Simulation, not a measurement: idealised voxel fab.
process module | voxel self aligned contacts
cross-section cut | 185 nm wide | cells 5 nm
A cross-section is a grid of square cells, given in bands from the top down. A band is one or more rows of cells.
Each band's line starts with the height of the band's top and of its bottom, in nm. Then come its materials from left to right, each with its width in nm. One material with "throughout" fills the band from edge to edge. "air" is empty space.
Height 0 is the level under which the wafer as received is all one material. The lowest band goes on downwards, as in "0 down".
A width such as "30 to 40" changes by the same amount from each row of cells to the next, from the band's top row to its bottom row.
"no change" after a step means that no cell of the cross-section changed.
closed voids: empty space of 8 cells or more with no open way to the top, each as width x height at its distance from the left edge, in nm
after a step's settings: what the simulator itself notes on the step
overlay nm, on a step with a mask: how far to the right of its planned place the mask lay; to the left if negative
plan
1 op RECEIVE | material Si
2 op CONFORMAL_DEP | material SiO2 | thk nm 5
3 op DIRECTIONAL_DEP | material polySi | thk nm 10
4 op DIRECTIONAL_DEP | material SiN | thk nm 15
5 op DIRECTIONAL_DEP | material aC | thk nm 10
6 op PATTERN | tone cover | mask id GATE | material resist | width nm 30 | pitch nm 65 | thk nm 30 | overlay nm 0
7 op DIRECTIONAL_ETCH | etch materials aC | depth nm 10
8 op STRIP | etch materials resist
9 op DIRECTIONAL_ETCH | etch materials SiN | depth nm 15
10 op DIRECTIONAL_ETCH | etch materials polySi | depth nm 20
11 op STRIP | etch materials aC
12 op CONFORMAL_DEP | material SiN | thk nm 5
13 op DIRECTIONAL_ETCH | etch materials SiN | depth nm 5
14 op FILL_DEP | material SiO2 | thk nm 15
15 op CMP | height nm 45
16 op DIRECTIONAL_DEP | material aC | thk nm 15
17 op PATTERN | tone open | mask id CONTACT | material resist | width nm 45 | thk nm 30 | overlay nm 0
18 op DIRECTIONAL_ETCH | etch materials aC | depth nm 15
19 op STRIP | etch materials resist
20 op DIRECTIONAL_ETCH | etch materials SiO2 | depth nm 45
21 op STRIP | etch materials aC
22 op CONFORMAL_DEP | material TiN | thk nm 5
23 op FILL_DEP | material W | thk nm 10
24 op CMP | height nm 45
25 op CONFORMAL_DEP | material SiCN | thk nm 5
varied across the wafers: thk nm of step 3. The plan shows the first wafer's value. All wafers start alike
first wafer as received, after step 1
  0 down: Si throughout
  closed voids: none
each wafer at the end: cells of each material gained (+) or lost (-) since it was received, then its closed voids
thk nm 10 | +37 SiCN | +56 SiN | +196 SiO2 | +25 TiN | +32 W | +24 polySi | closed voids: none
thk nm 15 | +37 SiCN | +60 SiN | +184 SiO2 | +25 TiN | +28 W | +36 polySi | closed voids: none
thk nm 20 | +37 SiCN | +64 SiN | +172 SiO2 | +25 TiN | +24 W | +48 polySi | closed voids: none
thk nm 25 | +37 SiCN | +64 SiN | +149 SiO2 | +17 TiN | +18 W | +85 polySi | closed voids: none
thk nm 30 | +37 SiCN | +48 SiN | +133 SiO2 | +15 TiN | +15 W | +122 polySi | closed voids: none
thk nm 35 | +37 SiCN | +32 SiN | +117 SiO2 | +13 TiN | +12 W | +159 polySi | closed voids: none
